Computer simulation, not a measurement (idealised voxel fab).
Process module under the name voxel capacitor over wiring
Section shown: cut. Width: 215 nm. Cell size: 5 nm, square.
We lay out every cross-section as a grid of square cells and spell it out in bands from the top down, where one band means one or more rows of cells. Heads up on the band format: heights come first, top then bottom, in nm. After that it's the materials left to right, each with its width in nm. A single material flagged "edge to edge" fills the whole band edge to edge, and "air" means there's empty space there. Heights are expressed relative to 0, this being the level below which the as-received wafer comprises one material exclusively. The lowest band is unbounded in the downward direction and is denoted as in "top 0, no bottom". Width: "30->40" (first number = top row, second number = bottom row, same change from row to row of cells). "remained unchanged" after a step means that no cell of the cross-section changed. Closed empty spaces (no open way to the top) of 8 cells or more are what "Internal closed voids" lists, each as width x height at distance from the left edge, nm for all three. Formally, on a step line, whatever follows the settings is a remark that the simulator itself makes on the step. On any step carrying a mask, the "overlay nm" setting, if present on the step's line, tells how far right of its planned place the mask lay; negative values point to the left.
The following list gives the planned process steps:
1: RECEIVE with material Si
2: CONFORMAL_DEP with material SiO2, thk nm 15
3: CONFORMAL_DEP with material SiCN, thk nm 5
4: DIRECTIONAL_DEP with material SiO2, thk nm 20
5: DIRECTIONAL_DEP with material aC, thk nm 15
6: PATTERN with tone open, mask id METAL_1, material resist, width nm 20, pitch nm 75, thk nm 30, overlay nm 0
7: DIRECTIONAL_ETCH with etch materials aC, depth nm 15
8: STRIP with etch materials resist
9: DIRECTIONAL_ETCH with etch materials SiO2, depth nm 20
10: DIRECTIONAL_ETCH with etch materials SiCN, depth nm 5
11: STRIP with etch materials aC
12: CONFORMAL_DEP with material TiN, thk nm 5
13: FILL_DEP with material W, thk nm 10
14: CMP with height nm 40
15: EPI with material Ru, thk nm 5
16: FILL_DEP with material SiCN, thk nm 5
17: DIRECTIONAL_DEP with material SiO2, thk nm 10
18: MASKED_ETCH with tone open, mask id PLUG_1, width nm 15, etch materials SiO2, depth nm 10, overlay nm 0
19: MASKED_ETCH with tone open, mask id PLUG_1, width nm 15, etch materials SiCN, depth nm 5, overlay nm 0
20: EPI with material Ru, thk nm 10
21: EPI with material Ru, thk nm 5
22: DIRECTIONAL_DEP with material TiN, thk nm 10
23: DIRECTIONAL_DEP with material Al2O3, thk nm 5
24: DIRECTIONAL_DEP with material TiN, thk nm 5
25: MASKED_ETCH with tone cover, mask id UPPER_PLATE, width nm 60, etch materials TiN, depth nm 5, overlay nm 0
26: MASKED_ETCH with tone cover, mask id UPPER_PLATE, width nm 60, etch materials Al2O3, depth nm 5, overlay nm 0
27: PATTERN with tone cover, mask id LOWER_PLATE, material resist, width nm 70, thk nm 20, overlay nm 0
28: DIRECTIONAL_ETCH with etch materials TiN, depth nm 10
29: STRIP with etch materials resist
30: FILL_DEP with material SiO2, thk nm 20
31: CMP with height nm 95
32: MASKED_ETCH with tone open, mask id PLUG_2, width nm 15, etch materials SiO2, depth nm 15, overlay nm 0
33: CONFORMAL_DEP with material TiN, thk nm 5
34: FILL_DEP with material Ru, thk nm 5
35: CMP with height nm 95
36: CONFORMAL_DEP with material SiCN, thk nm 5
First wafer, as planned:
Incoming wafer, cross-sectional view, post step 1:
* top 0, no bottom  Si edge to edge
* Internal closed voids: none
After step 2, in cross-section:
* top 15, bottom 0  SiO2 edge to edge
* Below 0 it's all the same as before, nothing changed down there.
After step 3, in cross-section:
* top 20, bottom 15  SiCN edge to edge
* Below 15 it's all the same as before, nothing changed down there.
After step 4, in cross-section:
* top 40, bottom 20  SiO2 edge to edge
* Below 20 it's all the same as before, nothing changed down there.
After step 5, in cross-section:
* top 55, bottom 40  aC edge to edge
* Below 40 it's all the same as before, nothing changed down there.
After step 6, in cross-section:
* top 85, bottom 55  60 of resist  20 of air  55 of resist  20 of air  60 of resist
* Below 55 it's all the same as before, nothing changed down there.
After step 7, in cross-section:
* top 70, bottom 55  60 of resist  20 of air  55 of resist  20 of air  60 of resist
* top 55, bottom 40  60 of aC  20 of air  55 of aC  20 of air  60 of aC
* Below 40 it's all the same as before, nothing changed down there.
After step 8, in cross-section:
* top 55, bottom 40  60 of aC  20 of air  55 of aC  20 of air  60 of aC
* Below 40 it's all the same as before, nothing changed down there.
After step 9, in cross-section:
* top 55, bottom 40  60 of aC  20 of air  55 of aC  20 of air  60 of aC
* top 40, bottom 20  60 of SiO2  20 of air  55 of SiO2  20 of air  60 of SiO2
* Below 20 it's all the same as before, nothing changed down there.
After step 10, in cross-section:
* top 55, bottom 40  60 of aC  20 of air  55 of aC  20 of air  60 of aC
* top 40, bottom 20  60 of SiO2  20 of air  55 of SiO2  20 of air  60 of SiO2
* top 20, bottom 15  60 of SiCN  20 of air  55 of SiCN  20 of air  60 of SiCN
* Below 15 it's all the same as before, nothing changed down there.
After step 11, in cross-section:
* top 40, bottom 20  60 of SiO2  20 of air  55 of SiO2  20 of air  60 of SiO2
* Below 20 it's all the same as before, nothing changed down there.
After step 12, in cross-section:
* top 45, bottom 40  65 of TiN  10 of air  65 of TiN  10 of air  65 of TiN
* top 40, bottom 20  60 of SiO2  5 of TiN  10 of air  5 of TiN  55 of SiO2  5 of TiN  10 of air  5 of TiN  60 of SiO2
* top 20, bottom 15  60 of SiCN  20 of TiN  55 of SiCN  20 of TiN  60 of SiCN
* Below 15 it's all the same as before, nothing changed down there.
After step 13, in cross-section:
* top 55, bottom 45  W edge to edge
* top 45, bottom 40  65 of TiN  10 of W  65 of TiN  10 of W  65 of TiN
* top 40, bottom 20  60 of SiO2  5 of TiN  10 of W  5 of TiN  55 of SiO2  5 of TiN  10 of W  5 of TiN  60 of SiO2
* Below 20 it's all the same as before, nothing changed down there.
After step 14, in cross-section:
* top 40, bottom 20  60 of SiO2  5 of TiN  10 of W  5 of TiN  55 of SiO2  5 of TiN  10 of W  5 of TiN  60 of SiO2
* Below 20 it's all the same as before, nothing changed down there.
After step 15, in cross-section:
* top 45, bottom 40  55 of air  30 of Ru  45 of air  30 of Ru  55 of air
* Below 40 it's all the same as before, nothing changed down there.
After step 16, in cross-section:
* top 50, bottom 45  SiCN edge to edge
* top 45, bottom 40  55 of SiCN  30 of Ru  45 of SiCN  30 of Ru  55 of SiCN
* Below 40 it's all the same as before, nothing changed down there.
After step 17, in cross-section:
* top 60, bottom 50  SiO2 edge to edge
* Below 50 it's all the same as before, nothing changed down there.
After step 18, in cross-section:
* top 60, bottom 50  65 of SiO2  15 of air  135 of SiO2
* Below 50 it's all the same as before, nothing changed down there.
After step 19, in cross-section:
* top 60, bottom 50  65 of SiO2  15 of air  135 of SiO2
* top 50, bottom 45  65 of SiCN  15 of air  135 of SiCN
* Below 45 it's all the same as before, nothing changed down there.
After step 20, in cross-section:
* top 60, bottom 55  65 of SiO2  15 of air  135 of SiO2
* top 55, bottom 50  65 of SiO2  15 of Ru  135 of SiO2
* top 50, bottom 45  65 of SiCN  15 of Ru  135 of SiCN
* Below 45 it's all the same as before, nothing changed down there.
After step 21, in cross-section:
* top 60, bottom 50  65 of SiO2  15 of Ru  135 of SiO2
* Below 50 it's all the same as before, nothing changed down there.
After step 22, in cross-section:
* top 70, bottom 60  TiN edge to edge
* Below 60 it's all the same as before, nothing changed down there.
After step 23, in cross-section:
* top 75, bottom 70  Al2O3 edge to edge
* Below 70 it's all the same as before, nothing changed down there.
After step 24, in cross-section:
* top 80, bottom 75  TiN edge to edge
* Below 75 it's all the same as before, nothing changed down there.
After step 25, in cross-section:
* top 80, bottom 75  65 of air  60 of TiN  90 of air
* Below 75 it's all the same as before, nothing changed down there.
After step 26, in cross-section:
* top 80, bottom 75  65 of air  60 of TiN  90 of air
* top 75, bottom 70  65 of air  60 of Al2O3  90 of air
* Below 70 it's all the same as before, nothing changed down there.
After step 27, in cross-section:
* top 100, bottom 80  60 of air  70 of resist  85 of air
* top 80, bottom 75  60 of air  5 of resist  60 of TiN  5 of resist  85 of air
* top 75, bottom 70  60 of air  5 of resist  60 of Al2O3  5 of resist  85 of air
* Below 70 it's all the same as before, nothing changed down there.
After step 28, in cross-section:
* top 100, bottom 80  60 of air  70 of resist  85 of air
* top 80, bottom 75  60 of air  5 of resist  60 of TiN  5 of resist  85 of air
* top 75, bottom 70  60 of air  5 of resist  60 of Al2O3  5 of resist  85 of air
* top 70, bottom 60  60 of air  70 of TiN  85 of air
* Below 60 it's all the same as before, nothing changed down there.
After step 29, in cross-section:
* top 80, bottom 75  65 of air  60 of TiN  90 of air
* top 75, bottom 70  65 of air  60 of Al2O3  90 of air
* Below 70 it's all the same as before, nothing changed down there.
After step 30, in cross-section:
* top 100, bottom 80  SiO2 edge to edge
* top 80, bottom 75  65 of SiO2  60 of TiN  90 of SiO2
* top 75, bottom 70  65 of SiO2  60 of Al2O3  90 of SiO2
* top 70, bottom 60  60 of SiO2  70 of TiN  85 of SiO2
* Below 60 it's all the same as before, nothing changed down there.
After step 31, in cross-section:
* top 95, bottom 80  SiO2 edge to edge
* Below 80 it's all the same as before, nothing changed down there.
After step 32, in cross-section:
* top 95, bottom 80  75 of SiO2  15 of air  125 of SiO2
* Below 80 it's all the same as before, nothing changed down there.
After step 33, in cross-section:
* top 100, bottom 95  80 of TiN  5 of air  130 of TiN
* top 95, bottom 85  75 of SiO2  5 of TiN  5 of air  5 of TiN  125 of SiO2
* top 85, bottom 75  75->65 of SiO2  15->60 of TiN  125->90 of SiO2
* Below 75 it's all the same as before, nothing changed down there.
After step 34, in cross-section:
* top 105, bottom 100  Ru edge to edge
* top 100, bottom 95  80 of TiN  5 of Ru  130 of TiN
* top 95, bottom 85  75 of SiO2  5 of TiN  5 of Ru  5 of TiN  125 of SiO2
* Below 85 it's all the same as before, nothing changed down there.
After step 35, in cross-section:
* top 95, bottom 85  75 of SiO2  5 of TiN  5 of Ru  5 of TiN  125 of SiO2
* Below 85 it's all the same as before, nothing changed down there.
After step 36, in cross-section:
* top 100, bottom 95  SiCN edge to edge
* Below 95 it's all the same as before, nothing changed down there.
Here the second wafer is described. Its start and its plan were those of the first wafer. Its run contained one mistake. Up to and including step 31, it did exactly what the first wafer did:
Cross-section, second wafer, at the end time the plan gives for step 32:
* top 95, bottom 80  75 of air  15 of SiO2  125 of air
* Below 80 it's all the same as before, nothing changed down there.
Cross-section, second wafer, at the end time the plan gives for step 33:
* top 100, bottom 95  70 of air  25 of TiN  120 of air
* top 95, bottom 85  70 of air  5 of TiN  15 of SiO2  5 of TiN  120 of air
* top 85, bottom 80  75 of TiN  15 of SiO2  125 of TiN
* Below 80 it's all the same as before, nothing changed down there.
Cross-section, second wafer, at the end time the plan gives for step 34:
* top 105, bottom 100  Ru edge to edge
* top 100, bottom 95  70 of Ru  25 of TiN  120 of Ru
* top 95, bottom 85  70 of Ru  5 of TiN  15 of SiO2  5 of TiN  120 of Ru
* Below 85 it's all the same as before, nothing changed down there.
Cross-section, second wafer, at the end time the plan gives for step 35:
* top 95, bottom 85  70 of Ru  5 of TiN  15 of SiO2  5 of TiN  120 of Ru
* Below 85 it's all the same as before, nothing changed down there.
Cross-section, second wafer, at the end time the plan gives for step 36:
* top 100, bottom 95  SiCN edge to edge
* Below 95 it's all the same as before, nothing changed down there.
Here's what went sideways: step 32, actual vs plan mismatch, actual run MASKED_ETCH with tone cover, mask id PLUG_2, width nm 15, etch materials SiO2, depth nm 15, overlay nm 0
Once processing is complete, comparing cell counts shows that the second wafer has more or fewer of certain materials than the first: Ru +74; SiO2 -111; TiN +37
